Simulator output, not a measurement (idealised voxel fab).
A process module follows: voxel ribs on slabs.
Each square cell in cross-section cut measures 5 nm, and the section as a whole is 150 nm wide.
Think of the cross-section as a grid of square cells. We describe it in bands, top to bottom, and each band covers one or more rows of those cells. Heights first: top, then bottom, in nm. Then materials, left to right, each with a width in nm. "edge to edge" on a single material: fills the band edge to edge. "air": empty space. Where do heights start? At 0: under that level the wafer as delivered is made of one material only. And the lowest band has no floor; it just carries on downward, as in "0 and below". So if you see something like "30->40" for the width, read it as the top row of the band sitting at the first number and the bottom row at the second, with every row in between moving by the same amount as the last. What does "remains unaltered" mean for a step? It means no cell of the cross-section changed in that step. "Non-vented voids" lists enclosed empty spaces (at least 8 cells, no open path upward to the top), each as width x height at distance from the left edge, in nm. Past the settings on a step's line: simulator remark, on that step. "overlay nm" denotes, for a step that has a mask, the displacement of the mask to the right of its planned place, with negative values corresponding to the left.
The process steps that were planned are listed below
| 1 | RECEIVE with material Si |
| 2 | DIRECTIONAL_DEP with material SiO2, thk nm 20 |
| 3 | DIRECTIONAL_DEP with material polySi, thk nm 20 |
| 4 | MASKED_ETCH with tone cover, mask id RIB, width nm 15, etch materials polySi, depth nm 5, overlay nm 0 |
| 5 | DIRECTIONAL_DEP with material aC, thk nm 15 |
| 6 | PATTERN with tone cover, mask id SLAB, material resist, width nm 45, thk nm 30, overlay nm 0 |
| 7 | DIRECTIONAL_ETCH with etch materials aC, depth nm 15 |
| 8 | STRIP with etch materials resist |
| 9 | DIRECTIONAL_ETCH with etch materials polySi, depth nm 15 |
| 10 | STRIP with etch materials aC |
| 11 | FILL_DEP with material SiO2, thk nm 20 |
| 12 | CMP with height nm 50 |
| 13 | DIRECTIONAL_DEP with material TiN, thk nm 10 |
| 14 | PATTERN with tone cover, mask id HEATER, material resist, width nm 25, thk nm 15, overlay nm 0 |
| 15 | DIRECTIONAL_ETCH with etch materials TiN, depth nm 10 |
| 16 | STRIP with etch materials resist |
| 17 | CONFORMAL_DEP with material SiN, thk nm 10 |
Wafer at receipt (post step 1), cross-section
0 and below = Si edge to edge
Non-vented voids: none
Module complete, cross-section. Starting point and plan per above. One mistake made in running the module
70 down to 60 = air 50, then SiN 45, then air 55
60 down to 50 = SiN 60, then TiN 25, then SiN 65
50 down to 40 = SiO2 edge to edge
40 down to 35 = SiO2 50, then polySi 15, then SiO2 15, then polySi 15, then SiO2 55
35 down to 25 = SiO2 50, then polySi 45, then SiO2 55
25 down to 20 = polySi edge to edge
20 down to 0 = SiO2 edge to edge
0 and below = Si edge to edge
Non-vented voids: none
Nonconformance to the process plan: step 4, actual vs plan mismatch, actual run MASKED_ETCH with tone open, mask id RIB, width nm 15, etch materials polySi, depth nm 5, overlay nm 0
